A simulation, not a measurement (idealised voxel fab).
A process module follows: voxel double patterning.
Cross-section cut spans 200 nm and uses square cells 5 nm in size.
In this document a cross-section is written as a grid of square cells. It is given as a series of bands, listed from the top down, and a band is one or more rows of cells.
What a band's entry tells you: where the top is and where the bottom is, as heights in nm, and after that what lies inside, material by material from left to right, each with its width in nm. Empty space is written as the word "air", and a single material marked with the word "all across" occupies the band from edge to edge.
Height reference: 0 = level under which incoming wafer is all one material. Lowest band: no bottom, runs on downward, e.g. "0 nm and below".
A two-number width, for instance "30 to 40", indicates that the width is equal to the first number in the top row of the band and to the second number in the bottom row, and that it changes by a constant amount per row of cells.
A step reported as "stayed the same" is a step in which no cell of the cross-section changed.
Reported under the label "Entrapped void list" are the empty spaces having no open way to the top and comprising 8 cells or more; the notation for each is width x height at distance, in which the distance is measured from the left edge and all three values are in nm.
Formally, on a step line, whatever follows the settings is a remark that the simulator itself makes on the step.
overlay nm: mask right of planned place by this much (step with mask). Neg. = left.

Planned step list for the process
| 1 | RECEIVE,material Si |
| 2 | CONFORMAL_DEP,material SiO2,thk nm 10 |
| 3 | DIRECTIONAL_DEP,material W,thk nm 20 |
| 4 | DIRECTIONAL_DEP,material SiN,thk nm 5 |
| 5 | PATTERN,tone open,mask id FIRST,material resist,width nm 15,pitch nm 50,thk nm 20,overlay nm 0 |
| 6 | DIRECTIONAL_ETCH,etch materials SiN,depth nm 5 |
| 7 | STRIP,etch materials resist |
| 8 | PATTERN,tone open,mask id SECOND,material resist,width nm 15,pitch nm 50,thk nm 15,overlay nm 0 |
| 9 | DIRECTIONAL_ETCH,etch materials SiN,depth nm 5 |
| 10 | STRIP,etch materials resist |
| 11 | DIRECTIONAL_ETCH,etch materials W,depth nm 20 |
| 12 | STRIP,etch materials SiN |

Wafer at receipt (post step 1), cross-section
> 0 nm and below  Si all across
> Entrapped void list: none

The first of two wafers, cross-sectioned at the end of the module, with the run proceeding as planned
> 30 nm to 10 nm  W 40 / air 15 / W 10 / air 15 / W 10 / air 15 / W 10 / air 15 / W 10 / air 15 / W 45
> 10 nm to 0 nm  SiO2 all across
> 0 nm and below  Si all across
> Entrapped void list: none

End of module, second wafer, cross-section. Started like the first, planned like the first, run with one mistake
> 30 nm to 10 nm  W 35 / air 15 / W 15 / air 15 / W 5 / air 15 / W 15 / air 15 / W 5 / air 15 / W 50
> 10 nm to 0 nm  SiO2 all across
> 0 nm and below  Si all across
> Entrapped void list: none
In executing the process, a mistake was made relative to the plan: step 5 did not happen as planned, as run it was PATTERN,tone open,mask id FIRST,material resist,width nm 15,pitch nm 50,thk nm 20,overlay nm -5
Upon completion, the cell count for each material on the second wafer equals that on the first, whereas the spatial distribution of those cells differs.
